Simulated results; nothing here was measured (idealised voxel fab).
The name of this process module is voxel spacer lines.
175 nm wide, 5 nm square cells: that's cross-section cut.
In this document a cross-section is written as a grid of square cells. It is given as a series of bands, listed from the top down, and a band is one or more rows of cells.
The entry gives the band's vertical extent as a top height and a bottom height in nm, then its horizontal make-up as materials from left to right, each with a width in nm. "empty" stands for empty space; a single material marked "throughout" fills the band edge to edge.
Heads up on the height convention: 0 is the point under which the incoming wafer is all one material, and the lowest band has no bottom, it just keeps going down, like "top 0, no bottom".
Width: "30 to 40" (first number = top row, second number = bottom row, same change from row to row of cells).
Key: "nothing different" - step with no changed cell in the cross-section.
Enclosed voids (no open way to top), threshold 8 cells or more, entry "Voids, sealed", notation width x height at distance, distance from left edge, nm.
Heads up: the bit after the settings on a step's line is the simulator's remark on that step.
Among the settings permitted on a step's line is "overlay nm"; applied to a step with a mask, it specifies the extent to which the mask lay to the right of its planned position, whereas a negative figure signifies a position to the left.

Below is the list of planned process steps
1 RECEIVE, material Si
2 CONFORMAL_DEP, material Al2O3, thk nm 10
3 DIRECTIONAL_DEP, material TiN, thk nm 15
4 DIRECTIONAL_DEP, material polySi, thk nm 25
5 PATTERN, tone cover, mask id MANDREL, material resist, width nm 25, pitch nm 70, thk nm 30, overlay nm 0
6 DIRECTIONAL_ETCH, etch materials polySi, depth nm 25
7 STRIP, etch materials resist
8 CONFORMAL_DEP, material SiN, thk nm 10
9 DIRECTIONAL_ETCH, etch materials SiN, depth nm 10
10 STRIP, etch materials polySi
11 DIRECTIONAL_ETCH, etch materials TiN, depth nm 15
12 STRIP, etch materials SiN

The first of two wafers, run as planned

Here's what the wafer looked like in cross-section when it arrived - that's after step 1
- top 0, no bottom: Si throughout
- Voids, sealed: none

Cross-section: wafer state after step 2
- top 10, bottom 0: Al2O3 throughout
- Rest of section, below 0: as before.

Cross-section: wafer state after step 3
- top 25, bottom 10: TiN throughout
- Rest of section, below 10: as before.

Cross-section: wafer state after step 4
- top 50, bottom 25: polySi throughout
- Rest of section, below 25: as before.

Cross-section: wafer state after step 5
- top 80, bottom 50: empty 40 / resist 25 / empty 45 / resist 25 / empty 40
- Rest of section, below 50: as before.

Cross-section: wafer state after step 6
- top 80, bottom 50: empty 40 / resist 25 / empty 45 / resist 25 / empty 40
- top 50, bottom 25: empty 40 / polySi 25 / empty 45 / polySi 25 / empty 40
- Rest of section, below 25: as before.

Cross-section: wafer state after step 7
- top 50, bottom 25: empty 40 / polySi 25 / empty 45 / polySi 25 / empty 40
- Rest of section, below 25: as before.

Cross-section: wafer state after step 8
- top 60, bottom 50: empty 30 / SiN 45 / empty 25 / SiN 45 / empty 30
- top 50, bottom 35: empty 30 / SiN 10 / polySi 25 / SiN 10 / empty 25 / SiN 10 / polySi 25 / SiN 10 / empty 30
- top 35, bottom 25: SiN 40 / polySi 25 / SiN 45 / polySi 25 / SiN 40
- Rest of section, below 25: as before.

Cross-section: wafer state after step 9
- top 50, bottom 25: empty 30 / SiN 10 / polySi 25 / SiN 10 / empty 25 / SiN 10 / polySi 25 / SiN 10 / empty 30
- Rest of section, below 25: as before.

Cross-section: wafer state after step 10
- top 50, bottom 25: empty 30 / SiN 10 / empty 25 / SiN 10 / empty 25 / SiN 10 / empty 25 / SiN 10 / empty 30
- Rest of section, below 25: as before.

Cross-section: wafer state after step 11
- top 50, bottom 25: empty 30 / SiN 10 / empty 25 / SiN 10 / empty 25 / SiN 10 / empty 25 / SiN 10 / empty 30
- top 25, bottom 10: empty 30 / TiN 10 / empty 25 / TiN 10 / empty 25 / TiN 10 / empty 25 / TiN 10 / empty 30
- Rest of section, below 10: as before.

Cross-section: wafer state after step 12
- top 25, bottom 10: empty 30 / TiN 10 / empty 25 / TiN 10 / empty 25 / TiN 10 / empty 25 / TiN 10 / empty 30
- Rest of section, below 10: as before.

The second wafer was prepared from the same starting point and under the same plan as the first; its processing contained one mistake, and it remains indistinguishable from the first wafer up to and including step 4

Cross-section, second wafer, at the end time the plan gives for step 5
- top 80, bottom 50: resist 40 / empty 25 / resist 45 / empty 25 / resist 40
- Rest of section, below 50: as before.

Cross-section, second wafer, at the end time the plan gives for step 6
- top 80, bottom 50: resist 40 / empty 25 / resist 45 / empty 25 / resist 40
- top 50, bottom 25: polySi 40 / empty 25 / polySi 45 / empty 25 / polySi 40
- Rest of section, below 25: as before.

Cross-section, second wafer, at the end time the plan gives for step 7
- top 50, bottom 25: polySi 40 / empty 25 / polySi 45 / empty 25 / polySi 40
- Rest of section, below 25: as before.

Cross-section, second wafer, at the end time the plan gives for step 8
- top 60, bottom 50: SiN 50 / empty 5 / SiN 65 / empty 5 / SiN 50
- top 50, bottom 35: polySi 40 / SiN 10 / empty 5 / SiN 10 / polySi 45 / SiN 10 / empty 5 / SiN 10 / polySi 40
- top 35, bottom 25: polySi 40 / SiN 25 / polySi 45 / SiN 25 / polySi 40
- Rest of section, below 25: as before.

Cross-section, second wafer, at the end time the plan gives for step 9
- top 50, bottom 25: polySi 40 / SiN 10 / empty 5 / SiN 10 / polySi 45 / SiN 10 / empty 5 / SiN 10 / polySi 40
- Rest of section, below 25: as before.

Cross-section, second wafer, at the end time the plan gives for step 10
- top 50, bottom 25: empty 40 / SiN 10 / empty 5 / SiN 10 / empty 45 / SiN 10 / empty 5 / SiN 10 / empty 40
- Rest of section, below 25: as before.

Cross-section, second wafer, at the end time the plan gives for step 11
- top 50, bottom 25: empty 40 / SiN 10 / empty 5 / SiN 10 / empty 45 / SiN 10 / empty 5 / SiN 10 / empty 40
- top 25, bottom 10: empty 40 / TiN 10 / empty 5 / TiN 10 / empty 45 / TiN 10 / empty 5 / TiN 10 / empty 40
- Rest of section, below 10: as before.

Cross-section, second wafer, at the end time the plan gives for step 12
- top 25, bottom 10: empty 40 / TiN 10 / empty 5 / TiN 10 / empty 45 / TiN 10 / empty 5 / TiN 10 / empty 40
- Rest of section, below 10: as before.
Plan not followed: step 5 ran with different settings than intended, the actual operation and settings being PATTERN, tone open, mask id MANDREL, material resist, width nm 25, pitch nm 70, thk nm 30, overlay nm 0
Final wafers compared: equal cell tally per material, rearranged layout.
